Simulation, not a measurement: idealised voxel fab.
process module | voxel ribs on slabs
cross-section cut | 285 nm wide | cells 5 nm
A cross-section is a grid of square cells, given in bands from the top down. A band is one or more rows of cells.
Each band's line starts with the height of the band's top and of its bottom, in nm. Then come its materials from left to right, each with its width in nm. One material with "throughout" fills the band from edge to edge. "air" is empty space.
Height 0 is the level under which the wafer as received is all one material. The lowest band goes on downwards, as in "0 down".
A width such as "30 to 40" changes by the same amount from each row of cells to the next, from the band's top row to its bottom row.
"no change" after a step means that no cell of the cross-section changed.
closed voids: empty space of 8 cells or more with no open way to the top, each as width x height at its distance from the left edge, in nm
after a step's settings: what the simulator itself notes on the step
overlay nm, on a step with a mask: how far to the right of its planned place the mask lay; to the left if negative
plan
1 op RECEIVE | material Si
2 op DIRECTIONAL_DEP | material SiO2 | thk nm 20
3 op DIRECTIONAL_DEP | material SiN | thk nm 20
4 op MASKED_ETCH | tone cover | mask id RIB | width nm 15 | etch materials SiN | depth nm 10 | overlay nm 0
5 op PATTERN | tone cover | mask id SLAB | material resist | width nm 60 | thk nm 20 | overlay nm 0
6 op DIRECTIONAL_ETCH | etch materials SiN | depth nm 10
7 op STRIP | etch materials resist
8 op FILL_DEP | material SiO2 | thk nm 20
9 op CMP | height nm 55
10 op DIRECTIONAL_DEP | material W | thk nm 10
11 op MASKED_ETCH | tone cover | mask id HEATER | width nm 30 | etch materials W | depth nm 10 | overlay nm 0
12 op CONFORMAL_DEP | material SiO2 | thk nm 10
varied across the wafers: width nm of step 4. The plan shows the first wafer's value. All wafers start alike
first wafer as received, after step 1
  0 down: Si throughout
  closed voids: none
each wafer at the end: cells of each material gained (+) or lost (-) since it was received, then its closed voids
width nm 15 | +30 SiN | +719 SiO2 | +12 W | closed voids: none
width nm 20 | +32 SiN | +717 SiO2 | +12 W | closed voids: none
width nm 25 | +34 SiN | +715 SiO2 | +12 W | closed voids: none
width nm 30 | +36 SiN | +713 SiO2 | +12 W | closed voids: none
width nm 35 | +38 SiN | +711 SiO2 | +12 W | closed voids: none
